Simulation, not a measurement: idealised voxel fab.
Process module heading - voxel capacitor over wiring
This is section cut - it's 210 nm across, gridded in 5 nm square cells.
How to read a cross-section here: the picture is a grid of square cells, written as bands going from the top down, and any band can span one or more rows of cells. Heights first: top, then bottom, in nm. Then materials, left to right, each with a width in nm. "full width" on a single material: fills the band edge to edge. "air": empty space. Where do heights start? At 0: under that level the wafer as delivered is made of one material only. And the lowest band has no floor; it just carries on downward, as in "z 0 and below". Width spec "30 to 40" -> top row of cells at first value, bottom row at second value, equal per-row change in between. "remained unchanged" -> step changed no cross-section cell. Entry "Unvented voids" = empty spaces >= 8 cells with no open way to the top; each as width x height at distance, distance from left edge, all nm. Step line, after settings: the simulator's comment on this step. The optional step-line setting "overlay nm" applies to steps with a mask and quantifies how far to the right of its planned location the mask lay, a negative value indicating leftward placement. Reading guide: pairs of cross-sections, before and after one process step; after view cut off at lowest changed band; step and settings listed under each pair. Pairs may stem from different runs of this module on the same starting wafer; continuity with the pair above only where the "Pre-step profile" entry states it.
**Pre-step profile**
    z 80 to 75  air 60 nm / TiN 65 nm / air 85 nm
    z 75 to 70  air 60 nm / SiN 65 nm / air 85 nm
    z 70 to 60  air 55 nm / TiN 75 nm / air 80 nm
    z 60 to 45  lowk 60 nm / Ru 15 nm / lowk 135 nm
    z 45 to 40  SiCN 60 nm / Ru 15 nm / SiCN 135 nm
    z 40 to 20  lowk 55 nm / SiN 5 nm / W 25 nm / SiN 5 nm / lowk 50 nm / SiN 5 nm / W 25 nm / SiN 5 nm / lowk 35 nm
    z 20 to 15  SiN 60 nm / TiN 25 nm / SiN 60 nm / TiN 25 nm / SiN 40 nm
    z 15 to 0  SiO2 full width
    z 0 and below  Si full width
    Unvented voids: none
**Result of Step**
    z 95 to 80  SiO2 full width
    z 80 to 75  SiO2 60 nm / TiN 65 nm / SiO2 85 nm
    z 75 to 70  SiO2 60 nm / SiN 65 nm / SiO2 85 nm
    z 70 to 60  SiO2 55 nm / TiN 75 nm / SiO2 80 nm
    Everything under 60 stays put, no change at all.
    Unvented voids: none
The process step separating the two cross-sections depicted above is as follows: FILL_DEP [material SiO2] [thk nm 15]
Pre-step profile: unchanged from the after cross-section in the pair immediately above; refer to that figure.
**Result of Step**
    z 90 to 80  SiO2 full width
    Everything under 80 stays put, no change at all.
    Unvented voids: none
The process step separating the two cross-sections depicted above is as follows: CMP [height nm 90]
Pre-step profile: unchanged from the after cross-section in the pair immediately above; refer to that figure.
**Result of Step**
    z 100 to 90  aC full width
    Everything under 90 stays put, no change at all.
    Unvented voids: none
The process step separating the two cross-sections depicted above is as follows: DIRECTIONAL_DEP [material aC] [thk nm 10]
Pre-step profile: unchanged from the after cross-section in the pair immediately above; refer to that figure.
**Result of Step**
    z 130 to 100  resist 70 nm / air 15 nm / resist 125 nm
    Everything under 100 stays put, no change at all.
    Unvented voids: none
The process step separating the two cross-sections depicted above is as follows: PATTERN [tone open] [mask id PLUG_2] [material resist] [width nm 15] [thk nm 30] [overlay nm 0]
Pre-step profile: unchanged from the after cross-section in the pair immediately above; refer to that figure.
**Result of Step**
    z 120 to 100  resist 70 nm / air 15 nm / resist 125 nm
    z 100 to 90  aC 70 nm / air 15 nm / aC 125 nm
    Everything under 90 stays put, no change at all.
    Unvented voids: none
The process step separating the two cross-sections depicted above is as follows: DIRECTIONAL_ETCH [etch materials aC] [depth nm 10]
Pre-step profile: unchanged from the after cross-section in the pair immediately above; refer to that figure.
**Result of Step**
    z 100 to 90  aC 70 nm / air 15 nm / aC 125 nm
    Everything under 90 stays put, no change at all.
    Unvented voids: none
The process step separating the two cross-sections depicted above is as follows: STRIP [etch materials resist]
Pre-step profile: unchanged from the after cross-section in the pair immediately above; refer to that figure.
**Result of Step**
    z 100 to 90  aC 70 nm / air 15 nm / aC 125 nm
    z 90 to 80  SiO2 70 nm / air 15 nm / SiO2 125 nm
    Everything under 80 stays put, no change at all.
    Unvented voids: none
The process step separating the two cross-sections depicted above is as follows: DIRECTIONAL_ETCH [etch materials SiO2] [depth nm 10]
Pre-step profile: unchanged from the after cross-section in the pair immediately above; refer to that figure.
**Result of Step**
    z 90 to 80  SiO2 70 nm / air 15 nm / SiO2 125 nm
    Everything under 80 stays put, no change at all.
    Unvented voids: none
The process step separating the two cross-sections depicted above is as follows: STRIP [etch materials aC]
Pre-step profile: unchanged from the after cross-section in the pair immediately above; refer to that figure.
**Result of Step**
    z 95 to 90  TiN 75 nm / air 5 nm / TiN 130 nm
    z 90 to 85  SiO2 70 nm / TiN 5 nm / air 5 nm / TiN 5 nm / SiO2 125 nm
    z 85 to 75  SiO2 70 to 60 nm / TiN 15 to 65 nm / SiO2 125 to 85 nm
    Everything under 75 stays put, no change at all.
    Unvented voids: none
The process step separating the two cross-sections depicted above is as follows: CONFORMAL_DEP [material TiN] [thk nm 5]
Pre-step profile: unchanged from the after cross-section in the pair immediately above; refer to that figure.
**Result of Step**
    z 105 to 95  Ru full width
    z 95 to 90  TiN 75 nm / Ru 5 nm / TiN 130 nm
    z 90 to 85  SiO2 70 nm / TiN 5 nm / Ru 5 nm / TiN 5 nm / SiO2 125 nm
    Everything under 85 stays put, no change at all.
    Unvented voids: none
The process step separating the two cross-sections depicted above is as follows: FILL_DEP [material Ru] [thk nm 10]
Pre-step profile: unchanged from the after cross-section in the pair immediately above; refer to that figure.
**Result of Step**
    z 90 to 85  SiO2 70 nm / TiN 5 nm / Ru 5 nm / TiN 5 nm / SiO2 125 nm
    Everything under 85 stays put, no change at all.
    Unvented voids: none
The process step separating the two cross-sections depicted above is as follows: CMP [height nm 90]
Pre-step profile: unchanged from the after cross-section in the pair immediately above; refer to that figure.
**Result of Step**
    z 95 to 90  SiCN full width
    Everything under 90 stays put, no change at all.
    Unvented voids: none
The process step separating the two cross-sections depicted above is as follows: CONFORMAL_DEP [material SiCN] [thk nm 5]
**Pre-step profile**
    z 45 to 40  air 45 nm / SiN 35 nm / air 50 nm / SiN 35 nm / air 45 nm
    z 40 to 20  air 45 nm / SiN 5 nm / W 25 nm / SiN 5 nm / air 50 nm / SiN 5 nm / W 25 nm / SiN 5 nm / air 45 nm
    z 20 to 15  SiN 50 nm / TiN 25 nm / SiN 60 nm / TiN 25 nm / SiN 50 nm
    z 15 to 0  SiO2 full width
    z 0 and below  Si full width
    Unvented voids: none
**Result of Step**
    z 50 to 45  Ru full width
    z 45 to 40  Ru 45 nm / SiN 35 nm / Ru 50 nm / SiN 35 nm / Ru 45 nm
    z 40 to 20  Ru 45 nm / SiN 5 nm / W 25 nm / SiN 5 nm / Ru 50 nm / SiN 5 nm / W 25 nm / SiN 5 nm / Ru 45 nm
    Everything under 20 stays put, no change at all.
    Unvented voids: none
The process step separating the two cross-sections depicted above is as follows: FILL_DEP [material Ru] [thk nm 5]
Pre-step profile: unchanged from the after cross-section in the pair immediately above; refer to that figure.
**Result of Step**
    z 40 to 20  Ru 45 nm / SiN 5 nm / W 25 nm / SiN 5 nm / Ru 50 nm / SiN 5 nm / W 25 nm / SiN 5 nm / Ru 45 nm
    Everything under 20 stays put, no change at all.
    Unvented voids: none
The process step separating the two cross-sections depicted above is as follows: CMP [height nm 40]
Pre-step profile: unchanged from the after cross-section in the pair immediately above; refer to that figure.
**Result of Step**
    z 45 to 40  SiCN full width
    Everything under 40 stays put, no change at all.
    Unvented voids: none
The process step separating the two cross-sections depicted above is as follows: CONFORMAL_DEP [material SiCN] [thk nm 5]
Pre-step profile: unchanged from the after cross-section in the pair immediately above; refer to that figure.
**Result of Step**
    z 60 to 45  lowk full width
    Everything under 45 stays put, no change at all.
    Unvented voids: none
The process step separating the two cross-sections depicted above is as follows: DIRECTIONAL_DEP [material lowk] [thk nm 15]
Pre-step profile: unchanged from the after cross-section in the pair immediately above; refer to that figure.
**Result of Step**
    z 75 to 60  aC full width
    Everything under 60 stays put, no change at all.
    Unvented voids: none
The process step separating the two cross-sections depicted above is as follows: DIRECTIONAL_DEP [material aC] [thk nm 15]
Pre-step profile: unchanged from the after cross-section in the pair immediately above; refer to that figure.
**Result of Step**
    z 105 to 75  resist 60 nm / air 15 nm / resist 135 nm
    Everything under 75 stays put, no change at all.
    Unvented voids: none
The process step separating the two cross-sections depicted above is as follows: PATTERN [tone open] [mask id PLUG_1] [material resist] [width nm 15] [thk nm 30] [overlay nm 0]
Pre-step profile: unchanged from the after cross-section in the pair immediately above; refer to that figure.
**Result of Step**
    z 90 to 75  resist 60 nm / air 15 nm / resist 135 nm
    z 75 to 60  aC 60 nm / air 15 nm / aC 135 nm
    Everything under 60 stays put, no change at all.
    Unvented voids: none
The process step separating the two cross-sections depicted above is as follows: DIRECTIONAL_ETCH [etch materials aC] [depth nm 15]
Pre-step profile: unchanged from the after cross-section in the pair immediately above; refer to that figure.
**Result of Step**
    z 75 to 60  aC 60 nm / air 15 nm / aC 135 nm
    Everything under 60 stays put, no change at all.
    Unvented voids: none
The process step separating the two cross-sections depicted above is as follows: STRIP [etch materials resist]
Pre-step profile: unchanged from the after cross-section in the pair immediately above; refer to that figure.
**Result of Step**
    z 75 to 60  aC 60 nm / air 15 nm / aC 135 nm
    z 60 to 45  lowk 60 nm / air 15 nm / lowk 135 nm
    Everything under 45 stays put, no change at all.
    Unvented voids: none
The process step separating the two cross-sections depicted above is as follows: DIRECTIONAL_ETCH [etch materials lowk] [depth nm 15]
Pre-step profile: unchanged from the after cross-section in the pair immediately above; refer to that figure.
**Result of Step**
    z 75 to 60  aC 60 nm / air 15 nm / aC 135 nm
    z 60 to 45  lowk 60 nm / air 15 nm / lowk 135 nm
    z 45 to 40  SiCN 60 nm / air 15 nm / SiCN 135 nm
    Everything under 40 stays put, no change at all.
    Unvented voids: none
The process step separating the two cross-sections depicted above is as follows: DIRECTIONAL_ETCH [etch materials SiCN] [depth nm 5]
Pre-step profile: unchanged from the after cross-section in the pair immediately above; refer to that figure.
**Result of Step**
    z 60 to 45  lowk 60 nm / air 15 nm / lowk 135 nm
    Everything under 45 stays put, no change at all.
    Unvented voids: none
The process step separating the two cross-sections depicted above is as follows: STRIP [etch materials aC]
Pre-step profile: unchanged from the after cross-section in the pair immediately above; refer to that figure.
**Result of Step**
    z 60 to 50  lowk 60 nm / air 15 nm / lowk 135 nm
    z 50 to 45  lowk 60 nm / Ru 15 nm / lowk 135 nm
    z 45 to 40  SiCN 60 nm / Ru 15 nm / SiCN 135 nm
    Everything under 40 stays put, no change at all.
    Unvented voids: none
The process step separating the two cross-sections depicted above is as follows: EPI [material Ru] [thk nm 10]
Pre-step profile: unchanged from the after cross-section in the pair immediately above; refer to that figure.
**Result of Step**
    z 60 to 45  lowk 60 nm / Ru 15 nm / lowk 135 nm
    Everything under 45 stays put, no change at all.
    Unvented voids: none
The process step separating the two cross-sections depicted above is as follows: EPI [material Ru] [thk nm 10]
Pre-step profile: unchanged from the after cross-section in the pair immediately above; refer to that figure.
**Result of Step**
    z 70 to 60  TiN full width
    Everything under 60 stays put, no change at all.
    Unvented voids: none
The process step separating the two cross-sections depicted above is as follows: DIRECTIONAL_DEP [material TiN] [thk nm 10]
Pre-step profile: unchanged from the after cross-section in the pair immediately above; refer to that figure.
**Result of Step**
    z 75 to 70  SiN full width
    Everything under 70 stays put, no change at all.
    Unvented voids: none
The process step separating the two cross-sections depicted above is as follows: DIRECTIONAL_DEP [material SiN] [thk nm 5]
Pre-step profile: unchanged from the after cross-section in the pair immediately above; refer to that figure.
**Result of Step**
    z 80 to 75  TiN full width
    Everything under 75 stays put, no change at all.
    Unvented voids: none
The process step separating the two cross-sections depicted above is as follows: DIRECTIONAL_DEP [material TiN] [thk nm 5]
Pre-step profile: unchanged from the after cross-section in the pair immediately above; refer to that figure.
**Result of Step**
    z 95 to 80  air 60 nm / resist 65 nm / air 85 nm
    Everything under 80 stays put, no change at all.
    Unvented voids: none
The process step separating the two cross-sections depicted above is as follows: PATTERN [tone cover] [mask id UPPER_PLATE] [material resist] [width nm 65] [thk nm 15] [overlay nm 0]
Pre-step profile: unchanged from the after cross-section in the pair immediately above; refer to that figure.
**Result of Step**
    z 95 to 80  air 60 nm / resist 65 nm / air 85 nm
    z 80 to 75  air 60 nm / TiN 65 nm / air 85 nm
    Everything under 75 stays put, no change at all.
    Unvented voids: none
The process step separating the two cross-sections depicted above is as follows: DIRECTIONAL_ETCH [etch materials TiN] [depth nm 5]
Pre-step profile: unchanged from the after cross-section in the pair immediately above; refer to that figure.
**Result of Step**
    z 95 to 80  air 60 nm / resist 65 nm / air 85 nm
    z 80 to 75  air 60 nm / TiN 65 nm / air 85 nm
    z 75 to 70  air 60 nm / SiN 65 nm / air 85 nm
    Everything under 70 stays put, no change at all.
    Unvented voids: none
The process step separating the two cross-sections depicted above is as follows: DIRECTIONAL_ETCH [etch materials SiN] [depth nm 5]
Pre-step profile: unchanged from the after cross-section in the pair immediately above; refer to that figure.
**Result of Step**
    z 80 to 75  air 60 nm / TiN 65 nm / air 85 nm
    Everything under 75 stays put, no change at all.
    Unvented voids: none
The process step separating the two cross-sections depicted above is as follows: STRIP [etch materials resist]
Pre-step profile: unchanged from the after cross-section in the pair immediately above; refer to that figure.
**Result of Step**
    z 100 to 80  air 55 nm / resist 75 nm / air 80 nm
    z 80 to 75  air 55 nm / resist 5 nm / TiN 65 nm / resist 5 nm / air 80 nm
    z 75 to 70  air 55 nm / resist 5 nm / SiN 65 nm / resist 5 nm / air 80 nm
    Everything under 70 stays put, no change at all.
    Unvented voids: none
The process step separating the two cross-sections depicted above is as follows: PATTERN [tone cover] [mask id LOWER_PLATE] [material resist] [width nm 75] [thk nm 20] [overlay nm 0]
Pre-step profile: unchanged from the after cross-section in the pair immediately above; refer to that figure.
**Result of Step**
    z 100 to 80  air 55 nm / resist 75 nm / air 80 nm
    z 80 to 75  air 55 nm / resist 5 nm / TiN 65 nm / resist 5 nm / air 80 nm
    z 75 to 70  air 55 nm / resist 5 nm / SiN 65 nm / resist 5 nm / air 80 nm
    z 70 to 60  air 55 nm / TiN 75 nm / air 80 nm
    Everything under 60 stays put, no change at all.
    Unvented voids: none
The process step separating the two cross-sections depicted above is as follows: DIRECTIONAL_ETCH [etch materials TiN] [depth nm 10]
Pre-step profile: unchanged from the after cross-section in the pair immediately above; refer to that figure.
**Result of Step**
    z 80 to 75  air 60 nm / TiN 65 nm / air 85 nm
    z 75 to 70  air 60 nm / SiN 65 nm / air 85 nm
    Everything under 70 stays put, no change at all.
    Unvented voids: none
The process step separating the two cross-sections depicted above is as follows: STRIP [etch materials resist]
Pre-step profile: unchanged from the after cross-section in the pair immediately above; refer to that figure.
**Result of Step**
    z 95 to 80  SiO2 full width
    z 80 to 75  SiO2 60 nm / TiN 65 nm / SiO2 85 nm
    z 75 to 70  SiO2 60 nm / SiN 65 nm / SiO2 85 nm
    z 70 to 60  SiO2 55 nm / TiN 75 nm / SiO2 80 nm
    Everything under 60 stays put, no change at all.
    Unvented voids: none
The process step separating the two cross-sections depicted above is as follows: FILL_DEP [material SiO2] [thk nm 15]
Pre-step profile: unchanged from the after cross-section in the pair immediately above; refer to that figure.
**Result of Step**
    z 90 to 80  SiO2 full width
    Everything under 80 stays put, no change at all.
    Unvented voids: none
The process step separating the two cross-sections depicted above is as follows: CMP [height nm 90]
Pre-step profile: unchanged from the after cross-section in the pair immediately above; refer to that figure.
**Result of Step**
    z 100 to 90  aC full width
    Everything under 90 stays put, no change at all.
    Unvented voids: none
The process step separating the two cross-sections depicted above is as follows: DIRECTIONAL_DEP [material aC] [thk nm 10]
Pre-step profile: unchanged from the after cross-section in the pair immediately above; refer to that figure.
**Result of Step**
    z 130 to 100  resist 70 nm / air 15 nm / resist 125 nm
    Everything under 100 stays put, no change at all.
    Unvented voids: none
The process step separating the two cross-sections depicted above is as follows: PATTERN [tone open] [mask id PLUG_2] [material resist] [width nm 15] [thk nm 30] [overlay nm 0]
Pre-step profile: unchanged from the after cross-section in the pair immediately above; refer to that figure.
**Result of Step**
    z 120 to 100  resist 70 nm / air 15 nm / resist 125 nm
    z 100 to 90  aC 70 nm / air 15 nm / aC 125 nm
    Everything under 90 stays put, no change at all.
    Unvented voids: none
The process step separating the two cross-sections depicted above is as follows: DIRECTIONAL_ETCH [etch materials aC] [depth nm 10]
Pre-step profile: unchanged from the after cross-section in the pair immediately above; refer to that figure.
**Result of Step**
    z 100 to 90  aC 70 nm / air 15 nm / aC 125 nm
    Everything under 90 stays put, no change at all.
    Unvented voids: none
The process step separating the two cross-sections depicted above is as follows: STRIP [etch materials resist]
Pre-step profile: unchanged from the after cross-section in the pair immediately above; refer to that figure.
**Result of Step**
    z 100 to 90  aC 70 nm / air 15 nm / aC 125 nm
    z 90 to 80  SiO2 70 nm / air 15 nm / SiO2 125 nm
    Everything under 80 stays put, no change at all.
    Unvented voids: none
The process step separating the two cross-sections depicted above is as follows: DIRECTIONAL_ETCH [etch materials SiO2] [depth nm 10]
Pre-step profile: unchanged from the after cross-section in the pair immediately above; refer to that figure.
**Result of Step**
    z 90 to 80  SiO2 70 nm / air 15 nm / SiO2 125 nm
    Everything under 80 stays put, no change at all.
    Unvented voids: none
The process step separating the two cross-sections depicted above is as follows: STRIP [etch materials aC]
Pre-step profile: unchanged from the after cross-section in the pair immediately above; refer to that figure.
**Result of Step**
    z 95 to 90  TiN 75 nm / air 5 nm / TiN 130 nm
    z 90 to 85  SiO2 70 nm / TiN 5 nm / air 5 nm / TiN 5 nm / SiO2 125 nm
    z 85 to 75  SiO2 70 to 60 nm / TiN 15 to 65 nm / SiO2 125 to 85 nm
    Everything under 75 stays put, no change at all.
    Unvented voids: none
The process step separating the two cross-sections depicted above is as follows: CONFORMAL_DEP [material TiN] [thk nm 5]
Pre-step profile: unchanged from the after cross-section in the pair immediately above; refer to that figure.
**Result of Step**
    z 105 to 95  Ru full width
    z 95 to 90  TiN 75 nm / Ru 5 nm / TiN 130 nm
    z 90 to 85  SiO2 70 nm / TiN 5 nm / Ru 5 nm / TiN 5 nm / SiO2 125 nm
    Everything under 85 stays put, no change at all.
    Unvented voids: none
The process step separating the two cross-sections depicted above is as follows: FILL_DEP [material Ru] [thk nm 10]
Pre-step profile: unchanged from the after cross-section in the pair immediately above; refer to that figure.
**Result of Step**
    z 90 to 85  SiO2 70 nm / TiN 5 nm / Ru 5 nm / TiN 5 nm / SiO2 125 nm
    Everything under 85 stays put, no change at all.
    Unvented voids: none
The process step separating the two cross-sections depicted above is as follows: CMP [height nm 90]
Pre-step profile: unchanged from the after cross-section in the pair immediately above; refer to that figure.
**Result of Step**
    z 95 to 90  SiCN full width
    Everything under 90 stays put, no change at all.
    Unvented voids: none
The process step separating the two cross-sections depicted above is as follows: CONFORMAL_DEP [material SiCN] [thk nm 5]
**Pre-step profile**
    z 40 to 20  W full width
    z 20 to 15  TiN full width
    z 15 to 0  SiO2 full width
    z 0 and below  Si full width
    Unvented voids: none
**Result of Step**
    z 55 to 40  resist 50 nm / air 25 nm / resist 60 nm / air 25 nm / resist 50 nm
    Everything under 40 stays put, no change at all.
    Unvented voids: none
The process step separating the two cross-sections depicted above is as follows: PATTERN [tone open] [mask id METAL_1] [material resist] [width nm 25] [pitch nm 85] [thk nm 15] [overlay nm 0]
Pre-step profile: unchanged from the after cross-section in the pair immediately above; refer to that figure.
**Result of Step**
    z 55 to 40  resist 50 nm / air 25 nm / resist 60 nm / air 25 nm / resist 50 nm
    z 40 to 20  W 50 nm / air 25 nm / W 60 nm / air 25 nm / W 50 nm
    Everything under 20 stays put, no change at all.
    Unvented voids: none
The process step separating the two cross-sections depicted above is as follows: DIRECTIONAL_ETCH [etch materials W] [depth nm 20]
Pre-step profile: unchanged from the after cross-section in the pair immediately above; refer to that figure.
**Result of Step**
    z 55 to 40  resist 50 nm / air 25 nm / resist 60 nm / air 25 nm / resist 50 nm
    z 40 to 20  W 50 nm / air 25 nm / W 60 nm / air 25 nm / W 50 nm
    z 20 to 15  TiN 50 nm / air 25 nm / TiN 60 nm / air 25 nm / TiN 50 nm
    Everything under 15 stays put, no change at all.
    Unvented voids: none
The process step separating the two cross-sections depicted above is as follows: DIRECTIONAL_ETCH [etch materials TiN] [depth nm 5]
Pre-step profile: unchanged from the after cross-section in the pair immediately above; refer to that figure.
**Result of Step**
    z 40 to 20  W 50 nm / air 25 nm / W 60 nm / air 25 nm / W 50 nm
    Everything under 20 stays put, no change at all.
    Unvented voids: none
The process step separating the two cross-sections depicted above is as follows: STRIP [etch materials resist]
Pre-step profile: unchanged from the after cross-section in the pair immediately above; refer to that figure.
**Result of Step**
    z 45 to 40  SiN 55 nm / air 15 nm / SiN 70 nm / air 15 nm / SiN 55 nm
    z 40 to 20  W 50 nm / SiN 5 nm / air 15 nm / SiN 5 nm / W 60 nm / SiN 5 nm / air 15 nm / SiN 5 nm / W 50 nm
    z 20 to 15  TiN 50 nm / SiN 25 nm / TiN 60 nm / SiN 25 nm / TiN 50 nm
    Everything under 15 stays put, no change at all.
    Unvented voids: none
The process step separating the two cross-sections depicted above is as follows: CONFORMAL_DEP [material SiN] [thk nm 5]
Pre-step profile: unchanged from the after cross-section in the pair immediately above; refer to that figure.
**Result of Step**
    z 50 to 45  lowk full width
    z 45 to 40  SiN 55 nm / lowk 15 nm / SiN 70 nm / lowk 15 nm / SiN 55 nm
    z 40 to 20  W 50 nm / SiN 5 nm / lowk 15 nm / SiN 5 nm / W 60 nm / SiN 5 nm / lowk 15 nm / SiN 5 nm / W 50 nm
    Everything under 20 stays put, no change at all.
    Unvented voids: none
The process step separating the two cross-sections depicted above is as follows: FILL_DEP [material lowk] [thk nm 5]
Pre-step profile: unchanged from the after cross-section in the pair immediately above; refer to that figure.
**Result of Step**
    z 40 to 20  W 50 nm / SiN 5 nm / lowk 15 nm / SiN 5 nm / W 60 nm / SiN 5 nm / lowk 15 nm / SiN 5 nm / W 50 nm
    Everything under 20 stays put, no change at all.
    Unvented voids: none
The process step separating the two cross-sections depicted above is as follows: CMP [height nm 40]
Pre-step profile: unchanged from the after cross-section in the pair immediately above; refer to that figure.
**Result of Step**
    z 45 to 40  SiCN full width
    Everything under 40 stays put, no change at all.
    Unvented voids: none
The process step separating the two cross-sections depicted above is as follows: CONFORMAL_DEP [material SiCN] [thk nm 5]
Pre-step profile: unchanged from the after cross-section in the pair immediately above; refer to that figure.
**Result of Step**
    z 60 to 45  lowk full width
    Everything under 45 stays put, no change at all.
    Unvented voids: none
The process step separating the two cross-sections depicted above is as follows: DIRECTIONAL_DEP [material lowk] [thk nm 15]
Pre-step profile: unchanged from the after cross-section in the pair immediately above; refer to that figure.
**Result of Step**
    z 75 to 60  aC full width
    Everything under 60 stays put, no change at all.
    Unvented voids: none
The process step separating the two cross-sections depicted above is as follows: DIRECTIONAL_DEP [material aC] [thk nm 15]
Pre-step profile: unchanged from the after cross-section in the pair immediately above; refer to that figure.
**Result of Step**
    z 105 to 75  resist 60 nm / air 15 nm / resist 135 nm
    Everything under 75 stays put, no change at all.
    Unvented voids: none
The process step separating the two cross-sections depicted above is as follows: PATTERN [tone open] [mask id PLUG_1] [material resist] [width nm 15] [thk nm 30] [overlay nm 0]
Pre-step profile: unchanged from the after cross-section in the pair immediately above; refer to that figure.
**Result of Step**
    z 90 to 75  resist 60 nm / air 15 nm / resist 135 nm
    z 75 to 60  aC 60 nm / air 15 nm / aC 135 nm
    Everything under 60 stays put, no change at all.
    Unvented voids: none
The process step separating the two cross-sections depicted above is as follows: DIRECTIONAL_ETCH [etch materials aC] [depth nm 15]
Pre-step profile: unchanged from the after cross-section in the pair immediately above; refer to that figure.
**Result of Step**
    z 75 to 60  aC 60 nm / air 15 nm / aC 135 nm
    Everything under 60 stays put, no change at all.
    Unvented voids: none
The process step separating the two cross-sections depicted above is as follows: STRIP [etch materials resist]
Pre-step profile: unchanged from the after cross-section in the pair immediately above; refer to that figure.
**Result of Step**
    z 75 to 60  aC 60 nm / air 15 nm / aC 135 nm
    z 60 to 45  lowk 60 nm / air 15 nm / lowk 135 nm
    Everything under 45 stays put, no change at all.
    Unvented voids: none
The process step separating the two cross-sections depicted above is as follows: DIRECTIONAL_ETCH [etch materials lowk] [depth nm 15]
Pre-step profile: unchanged from the after cross-section in the pair immediately above; refer to that figure.
**Result of Step**
    z 75 to 60  aC 60 nm / air 15 nm / aC 135 nm
    z 60 to 45  lowk 60 nm / air 15 nm / lowk 135 nm
    z 45 to 40  SiCN 60 nm / air 15 nm / SiCN 135 nm
    Everything under 40 stays put, no change at all.
    Unvented voids: none
The process step separating the two cross-sections depicted above is as follows: DIRECTIONAL_ETCH [etch materials SiCN] [depth nm 5]
Pre-step profile: unchanged from the after cross-section in the pair immediately above; refer to that figure.
**Result of Step**
    z 60 to 45  lowk 60 nm / air 15 nm / lowk 135 nm
    Everything under 45 stays put, no change at all.
    Unvented voids: none
The process step separating the two cross-sections depicted above is as follows: STRIP [etch materials aC]
Pre-step profile: unchanged from the after cross-section in the pair immediately above; refer to that figure.
**Result of Step**
    z 70 to 60  TiN 60 nm / air 15 nm / TiN 135 nm
    z 60 to 50  lowk 60 nm / air 15 nm / lowk 135 nm
    z 50 to 45  lowk 60 nm / TiN 15 nm / lowk 135 nm
    z 45 to 40  SiCN 60 nm / TiN 15 nm / SiCN 135 nm
    Everything under 40 stays put, no change at all.
    Unvented voids: none
The process step separating the two cross-sections depicted above is as follows: DIRECTIONAL_DEP [material TiN] [thk nm 10]
Pre-step profile: unchanged from the after cross-section in the pair immediately above; refer to that figure.
**Result of Step**
    z 75 to 70  SiN 60 nm / air 15 nm / SiN 135 nm
    z 70 to 60  TiN 60 nm / air 15 nm / TiN 135 nm
    z 60 to 55  lowk 60 nm / air 15 nm / lowk 135 nm
    z 55 to 50  lowk 60 nm / SiN 15 nm / lowk 135 nm
    Everything under 50 stays put, no change at all.
    Unvented voids: none
The process step separating the two cross-sections depicted above is as follows: DIRECTIONAL_DEP [material SiN] [thk nm 5]
Pre-step profile: unchanged from the after cross-section in the pair immediately above; refer to that figure.
**Result of Step**
    z 80 to 75  TiN 60 nm / air 15 nm / TiN 135 nm
    z 75 to 70  SiN 60 nm / air 15 nm / SiN 135 nm
    z 70 to 60  TiN 60 nm / air 15 nm / TiN 135 nm
    z 60 to 55  lowk 60 nm / TiN 15 nm / lowk 135 nm
    Everything under 55 stays put, no change at all.
    Unvented voids: none
The process step separating the two cross-sections depicted above is as follows: DIRECTIONAL_DEP [material TiN] [thk nm 5]
Pre-step profile: unchanged from the after cross-section in the pair immediately above; refer to that figure.
**Result of Step**
    z 95 to 80  air 60 nm / resist 65 nm / air 85 nm
    z 80 to 75  TiN 60 nm / resist 15 nm / TiN 135 nm
    z 75 to 70  SiN 60 nm / resist 15 nm / SiN 135 nm
    z 70 to 60  TiN 60 nm / resist 15 nm / TiN 135 nm
    Everything under 60 stays put, no change at all.
    Unvented voids: none
The process step separating the two cross-sections depicted above is as follows: PATTERN [tone cover] [mask id UPPER_PLATE] [material resist] [width nm 65] [thk nm 15] [overlay nm 0]
Pre-step profile: unchanged from the after cross-section in the pair immediately above; refer to that figure.
**Result of Step**
    z 95 to 80  air 60 nm / resist 65 nm / air 85 nm
    z 80 to 75  air 60 nm / resist 15 nm / TiN 50 nm / air 85 nm
    Everything under 75 stays put, no change at all.
    Unvented voids: none
The process step separating the two cross-sections depicted above is as follows: DIRECTIONAL_ETCH [etch materials TiN] [depth nm 5]
Pre-step profile: unchanged from the after cross-section in the pair immediately above; refer to that figure.
**Result of Step**
    z 95 to 80  air 60 nm / resist 65 nm / air 85 nm
    z 80 to 75  air 60 nm / resist 15 nm / TiN 50 nm / air 85 nm
    z 75 to 70  air 60 nm / resist 15 nm / SiN 50 nm / air 85 nm
    Everything under 70 stays put, no change at all.
    Unvented voids: none
The process step separating the two cross-sections depicted above is as follows: DIRECTIONAL_ETCH [etch materials SiN] [depth nm 5]
Pre-step profile: unchanged from the after cross-section in the pair immediately above; refer to that figure.
**Result of Step**
    z 80 to 75  air 75 nm / TiN 50 nm / air 85 nm
    z 75 to 70  air 75 nm / SiN 50 nm / air 85 nm
    z 70 to 60  TiN 60 nm / air 15 nm / TiN 135 nm
    Everything under 60 stays put, no change at all.
    Unvented voids: none
The process step separating the two cross-sections depicted above is as follows: STRIP [etch materials resist]
Pre-step profile: unchanged from the after cross-section in the pair immediately above; refer to that figure.
**Result of Step**
    z 100 to 80  air 55 nm / resist 75 nm / air 80 nm
    z 80 to 75  air 55 nm / resist 20 nm / TiN 50 nm / resist 5 nm / air 80 nm
    z 75 to 70  air 55 nm / resist 20 nm / SiN 50 nm / resist 5 nm / air 80 nm
    z 70 to 60  TiN 60 nm / resist 15 nm / TiN 135 nm
    Everything under 60 stays put, no change at all.
    Unvented voids: none
The process step separating the two cross-sections depicted above is as follows: PATTERN [tone cover] [mask id LOWER_PLATE] [material resist] [width nm 75] [thk nm 20] [overlay nm 0]
Pre-step profile: unchanged from the after cross-section in the pair immediately above; refer to that figure.
**Result of Step**
    z 100 to 80  air 55 nm / resist 75 nm / air 80 nm
    z 80 to 75  air 55 nm / resist 20 nm / TiN 50 nm / resist 5 nm / air 80 nm
    z 75 to 70  air 55 nm / resist 20 nm / SiN 50 nm / resist 5 nm / air 80 nm
    z 70 to 60  air 55 nm / TiN 5 nm / resist 15 nm / TiN 55 nm / air 80 nm
    Everything under 60 stays put, no change at all.
    Unvented voids: none
The process step separating the two cross-sections depicted above is as follows: DIRECTIONAL_ETCH [etch materials TiN] [depth nm 10]
Pre-step profile: unchanged from the after cross-section in the pair immediately above; refer to that figure.
**Result of Step**
    z 80 to 75  air 75 nm / TiN 50 nm / air 85 nm
    z 75 to 70  air 75 nm / SiN 50 nm / air 85 nm
    z 70 to 60  air 55 nm / TiN 5 nm / air 15 nm / TiN 55 nm / air 80 nm
    Everything under 60 stays put, no change at all.
    Unvented voids: none
The process step separating the two cross-sections depicted above is as follows: STRIP [etch materials resist]
Pre-step profile: unchanged from the after cross-section in the pair immediately above; refer to that figure.
**Result of Step**
    z 95 to 80  SiO2 full width
    z 80 to 75  SiO2 75 nm / TiN 50 nm / SiO2 85 nm
    z 75 to 70  SiO2 75 nm / SiN 50 nm / SiO2 85 nm
    z 70 to 60  SiO2 55 nm / TiN 5 nm / SiO2 15 nm / TiN 55 nm / SiO2 80 nm
    Everything under 60 stays put, no change at all.
    Unvented voids: none
The process step separating the two cross-sections depicted above is as follows: FILL_DEP [material SiO2] [thk nm 15]
